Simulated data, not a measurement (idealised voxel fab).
Module name: voxel tone inversion (process module)
Cross-section cut spans 270 nm and uses square cells 5 nm in size.
Reading order for cross-sections: top band down to bottom band. Underlying form: a grid of square cells. Band size: one or more rows of cells.
In this notation a band is specified by the heights of its top and bottom, in that order and in nm, after which its materials appear from left to right, each paired with its width in nm. The word "everywhere" attached to a single material means that material fills the band from edge to edge; the word "blank" stands for empty space.
Height is counted from the level 0, under which the received wafer is composed throughout of one material. The lowest of the bands is not closed at the bottom but continues downward, in the notation "0..down".
It should be noted that a width expressed as "30->40" varies in equal increments from row to row of cells within the band, taking the value of the first number at the top row and that of the second number at the bottom row.
For the purposes of this document, the phrase "no modification" attached to a step denotes that no cell within the cross-section was modified by that step.
Reported under the label "Enclosed cavities" are the empty spaces having no open way to the top and comprising 8 cells or more; the notation for each is width x height at distance, in which the distance is measured from the left edge and all three values are in nm.
The remark found on a step's line after its settings is issued by the simulator itself and pertains to that step.
overlay nm: on a step with a mask, how far right of its planned place the mask lay; negative means left.

### Planned step list for the process
| 1 | RECEIVE (material Si) |
| 2 | CONFORMAL_DEP (material SiN; thk nm 10) |
| 3 | DIRECTIONAL_DEP (material polySi; thk nm 15) |
| 4 | PATTERN (tone cover; mask id POSTS; material resist; width nm 20; pitch nm 40; thk nm 25; overlay nm 0) |
| 5 | DIRECTIONAL_ETCH (etch materials polySi; depth nm 15) |
| 6 | STRIP (etch materials resist) |
| 7 | FILL_DEP (material lowk; thk nm 5) |
| 8 | CMP (height nm 25) |
| 9 | STRIP (etch materials polySi) |
| 10 | CONFORMAL_DEP (material TiN; thk nm 5) |
| 11 | FILL_DEP (material Ru; thk nm 10) |
| 12 | CMP (height nm 25) |
| 13 | CONFORMAL_DEP (material SiCN; thk nm 5) |

### Cross-section of the wafer as it came to us, i.e., already through step 1
* 0..down  Si everywhere
* Enclosed cavities: none

### The cross-section shown corresponds to the wafer at the conclusion of the module. The initial structure and the process plan are those presented above; however, one mistake occurred in executing the plan
* 45..40  SiCN everywhere
* 40..30  Ru everywhere
* 30..25  TiN: 90, Ru: 10, TiN: 30, Ru: 10, TiN: 30, Ru: 10, TiN: 90
* 25..15  lowk: 85, TiN: 5, Ru: 10, TiN: 5, lowk: 20, TiN: 5, Ru: 10, TiN: 5, lowk: 20, TiN: 5, Ru: 10, TiN: 5, lowk: 85
* 15..10  lowk: 85, TiN: 20, lowk: 20, TiN: 20, lowk: 20, TiN: 20, lowk: 85
* 10..0  SiN everywhere
* 0..down  Si everywhere
* Enclosed cavities: none
The mistake made against the process plan was this: step 12 of the plan was jumped over and never run
